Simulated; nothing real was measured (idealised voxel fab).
The document below concerns the process module designated voxel wiring stack.
For reference, the cross-section in this document is cut, with width 210 nm and square cells of 5 nm.
A cross-section is a grid of square cells, given in bands from the top down. A band is one or more rows of cells.
Quick guide to a band line: top height, bottom height (nm) up front; then every material left to right with its width in nm. Only one material and it's marked "all across"? Then it fills the band edge to edge. And "air" just means empty space.
Heights from 0 (as-received wafer is one material below). Bottom band endless downward, as "0 -> down".
You'd read "30 to 40" like this: the band's top row of cells is as wide as the first number, its bottom row is as wide as the second, and going down, every row changes width by the same amount as the row before did.
"no modification" for a step: no cell of the cross-section changed in that step.
The entry "Fully sealed voids" lists the empty spaces that cover at least 8 cells and have no open path to the top. Each is written as width x height at distance, where the distance is measured from the left edge and all three values are in nm.
Read whatever lies past the settings on a step's line as the simulator's own remark about the step.
overlay nm: mask right of planned place by this much (step with mask). Neg. = left.
[List of planned process steps]
1,RECEIVE (material Si)
2,CONFORMAL_DEP (material SiO2; thk nm 15)
3,CONFORMAL_DEP (material SiCN; thk nm 5)
4,DIRECTIONAL_DEP (material SiO2; thk nm 25)
5,PATTERN (tone open; mask id METAL_1; material resist; width nm 20; pitch nm 35; thk nm 20; overlay nm 0)
6,DIRECTIONAL_ETCH (etch materials SiO2; depth nm 25)
7,DIRECTIONAL_ETCH (etch materials SiCN; depth nm 5)
8,STRIP (etch materials resist)
9,CONFORMAL_DEP (material TiN; thk nm 5)
10,FILL_DEP (material Cu; thk nm 5)
11,CMP (height nm 45)
12,CONFORMAL_DEP (material SiCN; thk nm 5)
13,DIRECTIONAL_DEP (material SiO2; thk nm 30)
14,DIRECTIONAL_DEP (material aC; thk nm 10)
15,PATTERN (tone open; mask id METAL_2_HOLES; material resist; width nm 15; pitch nm 35; thk nm 25; overlay nm 0)
16,DIRECTIONAL_ETCH (etch materials aC; depth nm 10)
17,STRIP (etch materials resist)
18,DIRECTIONAL_ETCH (etch materials SiO2; depth nm 30)
19,STRIP (etch materials aC)
20,DIRECTIONAL_DEP (material aC; thk nm 15)
21,PATTERN (tone open; mask id METAL_2; material resist; width nm 20; pitch nm 35; thk nm 30; overlay nm 0)
22,DIRECTIONAL_ETCH (etch materials aC; depth nm 15)
23,STRIP (etch materials resist)
24,DIRECTIONAL_ETCH (etch materials SiO2; depth nm 20)
25,DIRECTIONAL_ETCH (etch materials SiCN; depth nm 5)
26,STRIP (etch materials aC)
27,CONFORMAL_DEP (material TiN; thk nm 5)
28,FILL_DEP (material Cu; thk nm 10)
29,CMP (height nm 80)
30,CONFORMAL_DEP (material SiCN; thk nm 5)
31,DIRECTIONAL_DEP (material SiO2; thk nm 30)
32,MASKED_ETCH (tone open; mask id METAL_3_HOLES; width nm 15; pitch nm 70; etch materials SiO2; depth nm 30; overlay nm 0)
33,DIRECTIONAL_DEP (material aC; thk nm 15)
34,PATTERN (tone open; mask id METAL_3; material resist; width nm 20; pitch nm 35; thk nm 35; overlay nm 0)
35,DIRECTIONAL_ETCH (etch materials aC; depth nm 15)
36,STRIP (etch materials resist)
37,DIRECTIONAL_ETCH (etch materials SiO2; depth nm 20)
38,DIRECTIONAL_ETCH (etch materials SiCN; depth nm 5)
39,STRIP (etch materials aC)
40,CONFORMAL_DEP (material TiN; thk nm 5)
41,FILL_DEP (material Cu; thk nm 5)
42,CMP (height nm 115)
43,CONFORMAL_DEP (material SiCN; thk nm 5)
It is noted that the wafers described herein are identical at the outset and are distinguished by the thk nm of step 27; the value stated in the plan corresponds to the first wafer.
[Cross-section, first of several wafers, as delivered after step 1]
  0 -> down: Si all across
  Fully sealed voids: none
[The figure below presents a cross-section of the first of several wafers at the conclusion of the module, following its last step, step 43]
  120 -> 115: SiCN all across
  115 -> 100: SiO2 40 nm; TiN 5 nm; Cu 10 nm; TiN 5 nm; SiO2 15 nm; TiN 5 nm; Cu 10 nm; TiN 5 nm; SiO2 15 nm; TiN 5 nm; Cu 10 nm; TiN 5 nm; SiO2 15 nm; TiN 5 nm; Cu 10 nm; TiN 5 nm; SiO2 45 nm
  100 -> 95: SiO2 40 nm; TiN 5 nm; Cu 5 nm; TiN 10 nm; SiO2 15 nm; TiN 20 nm; SiO2 15 nm; TiN 5 nm; Cu 5 nm; TiN 10 nm; SiO2 15 nm; TiN 20 nm; SiO2 45 nm
  95 -> 85: SiO2 40 nm; TiN 5 nm; Cu 5 nm; TiN 5 nm; SiO2 55 nm; TiN 5 nm; Cu 5 nm; TiN 5 nm; SiO2 85 nm
  85 -> 80: SiCN 40 nm; TiN 15 nm; SiCN 55 nm; TiN 15 nm; SiCN 85 nm
  80 -> 65: SiO2 40 nm; TiN 5 nm; Cu 10 nm; TiN 5 nm; SiO2 15 nm; TiN 5 nm; Cu 10 nm; TiN 5 nm; SiO2 15 nm; TiN 5 nm; Cu 10 nm; TiN 5 nm; SiO2 15 nm; TiN 5 nm; Cu 10 nm; TiN 5 nm; SiO2 45 nm
  65 -> 60: SiO2 40 nm; TiN 5 nm; Cu 5 nm; TiN 10 nm; SiO2 15 nm; TiN 5 nm; Cu 5 nm; TiN 10 nm; SiO2 15 nm; TiN 5 nm; Cu 5 nm; TiN 10 nm; SiO2 15 nm; TiN 5 nm; Cu 5 nm; TiN 10 nm; SiO2 45 nm
  60 -> 50: SiO2 40 nm; TiN 5 nm; Cu 5 nm; TiN 5 nm; SiO2 20 nm; TiN 5 nm; Cu 5 nm; TiN 5 nm; SiO2 20 nm; TiN 5 nm; Cu 5 nm; TiN 5 nm; SiO2 20 nm; TiN 5 nm; Cu 5 nm; TiN 5 nm; SiO2 50 nm
  50 -> 45: SiCN 40 nm; TiN 15 nm; SiCN 20 nm; TiN 15 nm; SiCN 20 nm; TiN 15 nm; SiCN 20 nm; TiN 15 nm; SiCN 50 nm
  45 -> 20: SiO2 40 nm; TiN 5 nm; Cu 10 nm; TiN 5 nm; SiO2 15 nm; TiN 5 nm; Cu 10 nm; TiN 5 nm; SiO2 15 nm; TiN 5 nm; Cu 10 nm; TiN 5 nm; SiO2 15 nm; TiN 5 nm; Cu 10 nm; TiN 5 nm; SiO2 45 nm
  20 -> 15: SiCN 40 nm; TiN 20 nm; SiCN 15 nm; TiN 20 nm; SiCN 15 nm; TiN 20 nm; SiCN 15 nm; TiN 20 nm; SiCN 45 nm
  15 -> 0: SiO2 all across
  0 -> down: Si all across
  Fully sealed voids: none
[At the end of the module, the last of several wafers in cross-section]
  120 -> 115: SiCN all across
  115 -> 100: SiO2 40 nm; TiN 5 nm; Cu 10 nm; TiN 5 nm; SiO2 15 nm; TiN 5 nm; Cu 10 nm; TiN 5 nm; SiO2 15 nm; TiN 5 nm; Cu 10 nm; TiN 5 nm; SiO2 15 nm; TiN 5 nm; Cu 10 nm; TiN 5 nm; SiO2 45 nm
  100 -> 95: SiO2 40 nm; TiN 5 nm; Cu 5 nm; TiN 10 nm; SiO2 15 nm; TiN 20 nm; SiO2 15 nm; TiN 5 nm; Cu 5 nm; TiN 10 nm; SiO2 15 nm; TiN 20 nm; SiO2 45 nm
  95 -> 85: SiO2 40 nm; TiN 5 nm; Cu 5 nm; TiN 5 nm; SiO2 55 nm; TiN 5 nm; Cu 5 nm; TiN 5 nm; SiO2 85 nm
  85 -> 80: SiCN 40 nm; TiN 15 nm; SiCN 55 nm; TiN 15 nm; SiCN 85 nm
  80 -> 60: SiO2 40 nm; TiN 20 nm; SiO2 15 nm; TiN 20 nm; SiO2 15 nm; TiN 20 nm; SiO2 15 nm; TiN 20 nm; SiO2 45 nm
  60 -> 50: SiO2 40 nm; TiN 15 nm; SiO2 20 nm; TiN 15 nm; SiO2 20 nm; TiN 15 nm; SiO2 20 nm; TiN 15 nm; SiO2 50 nm
  50 -> 45: SiCN 40 nm; TiN 15 nm; SiCN 20 nm; TiN 15 nm; SiCN 20 nm; TiN 15 nm; SiCN 20 nm; TiN 15 nm; SiCN 50 nm
  45 -> 20: SiO2 40 nm; TiN 5 nm; Cu 10 nm; TiN 5 nm; SiO2 15 nm; TiN 5 nm; Cu 10 nm; TiN 5 nm; SiO2 15 nm; TiN 5 nm; Cu 10 nm; TiN 5 nm; SiO2 15 nm; TiN 5 nm; Cu 10 nm; TiN 5 nm; SiO2 45 nm
  20 -> 15: SiCN 40 nm; TiN 20 nm; SiCN 15 nm; TiN 20 nm; SiCN 15 nm; TiN 20 nm; SiCN 15 nm; TiN 20 nm; SiCN 45 nm
  15 -> 0: SiO2 all across
  0 -> down: Si all across
  Fully sealed voids: none
[Take any row and you have a wafer at the end of the module: how many cells of each material it has gained (+) or lost (-) since it was received, and then its closed voids]
thk nm 5, +106 Cu, +134 SiCN, +596 SiO2, +172 TiN, Fully sealed voids: none
thk nm 10, +70 Cu, +134 SiCN, +596 SiO2, +208 TiN, Fully sealed voids: none
thk nm 15, +70 Cu, +134 SiCN, +596 SiO2, +208 TiN, Fully sealed voids: none
thk nm 20, +70 Cu, +134 SiCN, +596 SiO2, +208 TiN, Fully sealed voids: none
